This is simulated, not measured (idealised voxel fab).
process module | voxel transistor to metal
cross-section cut | 165 nm wide | cells 5 nm
A cross-section is a grid of square cells, given in bands from the top down. A band is one or more rows of cells.
Each band's line starts with the height of the band's top and of its bottom, in nm. Then come its materials from left to right, each with its width in nm. One material with "throughout" fills the band from edge to edge. "air" is empty space.
Height 0 is the level under which the wafer as received is all one material. The lowest band goes on downwards, as in "0 down".
A width such as "30 to 40" changes by the same amount from each row of cells to the next, from the band's top row to its bottom row.
"no change" after a step means that no cell of the cross-section changed.
closed voids: empty space of 8 cells or more with no open way to the top, each as width x height at its distance from the left edge, in nm
after a step's settings: what the simulator itself notes on the step
overlay nm, on a step with a mask: how far to the right of its planned place the mask lay; to the left if negative
plan
1 op RECEIVE | material Si
2 op OXIDIZE | depth nm 5
3 op CONFORMAL_DEP | material SiN | thk nm 15
4 op DIRECTIONAL_DEP | material aC | thk nm 10
5 op PATTERN | tone cover | mask id ACTIVE | material resist | width nm 115 | thk nm 25 | overlay nm 0
6 op DIRECTIONAL_ETCH | etch materials aC | depth nm 10
7 op STRIP | etch materials resist
8 op DIRECTIONAL_ETCH | etch materials SiN | depth nm 15
9 op DIRECTIONAL_ETCH | etch materials SiO2 | depth nm 5
10 op DIRECTIONAL_ETCH | etch materials Si | depth nm 25
11 op STRIP | etch materials aC
12 op OXIDIZE | depth nm 5
13 op FILL_DEP | material SiO2 | thk nm 15
14 op CMP | height nm 15
15 op SELECTIVE_ETCH | etch materials SiO2 | depth nm 5
16 op STRIP | etch materials SiN
17 op SELECTIVE_ETCH | etch materials SiO2 | depth nm 5
18 op OXIDIZE | depth nm 5
19 op DIRECTIONAL_DEP | material polySi | thk nm 25
20 op DIRECTIONAL_DEP | material SiCN | thk nm 15
21 op PATTERN | tone cover | mask id GATE | material resist | width nm 35 | thk nm 20 | overlay nm 0
22 op DIRECTIONAL_ETCH | etch materials SiCN | depth nm 25
23 op DIRECTIONAL_ETCH | etch materials polySi | depth nm 35
24 op STRIP | etch materials resist
25 op CONFORMAL_DEP | material SiN | thk nm 5
26 op DIRECTIONAL_ETCH | etch materials SiN | depth nm 5
27 op DIRECTIONAL_ETCH | etch materials SiO2 | depth nm 5
28 op DIRECTIONAL_ETCH | etch materials Si | depth nm 15
29 op EPI | material pSi | thk nm 15
30 op FILL_DEP | material SiO2 | thk nm 10
31 op CMP | height nm 20
32 op STRIP | etch materials polySi
33 op SELECTIVE_ETCH | etch materials SiO2 | depth nm 5
34 op CONFORMAL_DEP | material HfO2 | thk nm 5
35 op CONFORMAL_DEP | material TiN | thk nm 5
36 op FILL_DEP | material W | thk nm 5
37 op CMP | height nm 15
38 op DIRECTIONAL_DEP | material SiO2 | thk nm 15
39 op DIRECTIONAL_DEP | material aC | thk nm 15
40 op PATTERN | tone open | mask id CONTACT | material resist | width nm 15 | pitch nm 80 | thk nm 35 | overlay nm 0
41 op DIRECTIONAL_ETCH | etch materials aC | depth nm 15
42 op STRIP | etch materials resist
43 op DIRECTIONAL_ETCH | etch materials SiO2 | depth nm 40
44 op STRIP | etch materials aC
45 op CONFORMAL_DEP | material TiN | thk nm 5
46 op FILL_DEP | material W | thk nm 10
47 op CMP | height nm 30
48 op CONFORMAL_DEP | material SiCN | thk nm 5
49 op DIRECTIONAL_DEP | material lowk | thk nm 20
50 op PATTERN | tone open | mask id METAL_1 | material resist | width nm 15 | pitch nm 80 | thk nm 15 | overlay nm 0
51 op DIRECTIONAL_ETCH | etch materials lowk | depth nm 20
52 op DIRECTIONAL_ETCH | etch materials SiCN | depth nm 5
53 op STRIP | etch materials resist
54 op CONFORMAL_DEP | material TiN | thk nm 5
55 op FILL_DEP | material Cu | thk nm 5
56 op CMP | height nm 55
57 op CONFORMAL_DEP | material SiCN | thk nm 5
58 op DIRECTIONAL_DEP | material SiO2 | thk nm 35
59 op PATTERN | tone open | mask id METAL_2 | material resist | width nm 15 | pitch nm 80 | thk nm 20 | overlay nm 0
60 op DIRECTIONAL_ETCH | etch materials SiO2 | depth nm 20
61 op STRIP | etch materials resist
62 op MASKED_ETCH | tone open | mask id METAL_2_HOLES | width nm 15 | pitch nm 80 | etch materials SiO2 | depth nm 15 | overlay nm 0
63 op MASKED_ETCH | tone open | mask id METAL_2_HOLES | width nm 15 | pitch nm 80 | etch materials SiCN | depth nm 5 | overlay nm 0
64 op CONFORMAL_DEP | material TiN | thk nm 5
65 op FILL_DEP | material Ru | thk nm 10
66 op CMP | height nm 95
67 op CONFORMAL_DEP | material SiCN | thk nm 5
as received, after step 1
  0 down: Si throughout
  closed voids: none
first wafer at the end, as planned
  100 to 95: SiCN throughout
  95 to 60: SiO2 35 | TiN 5 | Ru 5 | TiN 5 | SiO2 65 | TiN 5 | Ru 5 | TiN 5 | SiO2 35
  60 to 55: SiCN 35 | TiN 15 | SiCN 65 | TiN 15 | SiCN 35
  55 to 35: lowk 35 | TiN 5 | Cu 5 | TiN 5 | lowk 65 | TiN 5 | Cu 5 | TiN 5 | lowk 35
  35 to 30: SiCN 35 | TiN 15 | SiCN 65 | TiN 15 | SiCN 35
  30 to 15: SiO2 35 | TiN 5 | W 5 | TiN 5 | SiO2 65 | TiN 5 | W 5 | TiN 5 | SiO2 35
  15 to 10: SiO2 35 | TiN 5 | W 5 | TiN 5 | SiO2 10 | SiN 5 | HfO2 5 | TiN 5 | W 15 | TiN 5 | HfO2 5 | SiN 5 | SiO2 10 | TiN 5 | W 5 | TiN 5 | SiO2 35
  10 to 5: SiO2 35 | TiN 15 | SiO2 10 | SiN 5 | HfO2 5 | TiN 5 | W 15 | TiN 5 | HfO2 5 | SiN 5 | SiO2 10 | TiN 15 | SiO2 35
  5 to 0: SiO2 20 | SiN 5 | SiO2 10 | TiN 10 | pSi 15 | SiN 5 | HfO2 5 | TiN 5 | W 15 | TiN 5 | HfO2 5 | SiN 5 | pSi 15 | TiN 10 | SiO2 10 | SiN 5 | SiO2 20
  0 to -5: SiO2 20 | SiN 5 | SiO2 10 | TiN 10 | pSi 15 | SiN 5 | HfO2 5 | TiN 25 | HfO2 5 | SiN 5 | pSi 15 | TiN 10 | SiO2 10 | SiN 5 | SiO2 20
  -5 to -10: SiO2 35 | TiN 10 | pSi 15 | HfO2 45 | pSi 15 | TiN 10 | SiO2 35
  -10 to -25: SiO2 30 | pSi 30 | Si 45 | pSi 30 | SiO2 30
  -25 to -35: SiO2 30 | Si 105 | SiO2 30
  -35 down: Si throughout
  closed voids: none
second wafer at the end: like start, like plan, one mistake
  100 to 95: SiCN throughout
  95 to 60: SiO2 35 | TiN 5 | Ru 5 | TiN 5 | SiO2 65 | TiN 5 | Ru 5 | TiN 5 | SiO2 35
  60 to 55: SiCN 35 | TiN 15 | SiCN 65 | TiN 15 | SiCN 35
  55 to 35: lowk 35 | TiN 5 | Cu 5 | TiN 5 | lowk 65 | TiN 5 | Cu 5 | TiN 5 | lowk 35
  35 to 30: SiCN 35 | TiN 15 | SiCN 65 | TiN 15 | SiCN 35
  30 to 15: SiO2 35 | TiN 5 | W 5 | TiN 5 | SiO2 65 | TiN 5 | W 5 | TiN 5 | SiO2 35
  15 to 10: SiO2 35 | TiN 5 | W 5 | TiN 5 | SiO2 10 | SiN 5 | HfO2 5 | TiN 5 | W 15 | TiN 5 | HfO2 5 | SiN 5 | SiO2 10 | TiN 5 | W 5 | TiN 5 | SiO2 35
  10 to 5: SiO2 35 | TiN 5 | W 5 | TiN 5 | SiO2 10 | SiN 5 | HfO2 5 | TiN 25 | HfO2 5 | SiN 5 | SiO2 10 | TiN 5 | W 5 | TiN 5 | SiO2 35
  5 to 0: SiO2 25 | SiN 5 | SiO2 5 | TiN 5 | W 5 | TiN 5 | SiO2 10 | HfO2 45 | SiO2 10 | TiN 5 | W 5 | TiN 5 | SiO2 5 | SiN 5 | SiO2 25
  0 to -5: SiO2 25 | SiN 5 | SiO2 5 | TiN 5 | W 5 | TiN 5 | SiO2 65 | TiN 5 | W 5 | TiN 5 | SiO2 5 | SiN 5 | SiO2 25
  -5 to -10: SiO2 35 | TiN 15 | SiO2 65 | TiN 15 | SiO2 35
  -10 to -25: pSi 20 | SiO2 125 | pSi 20
  -25 to -35: Si 20 | SiO2 125 | Si 20
  -35 down: Si throughout
  closed voids: none
what went wrong: step 5 ran as: op PATTERN | tone open | mask id ACTIVE | material resist | width nm 115 | thk nm 25 | overlay nm 0
at the end the second wafer has, in cells: 4 fewer of HfO2 | 53 fewer of Si | 4 fewer of SiN | 95 more of SiO2 | 4 fewer of TiN | 30 fewer of pSi
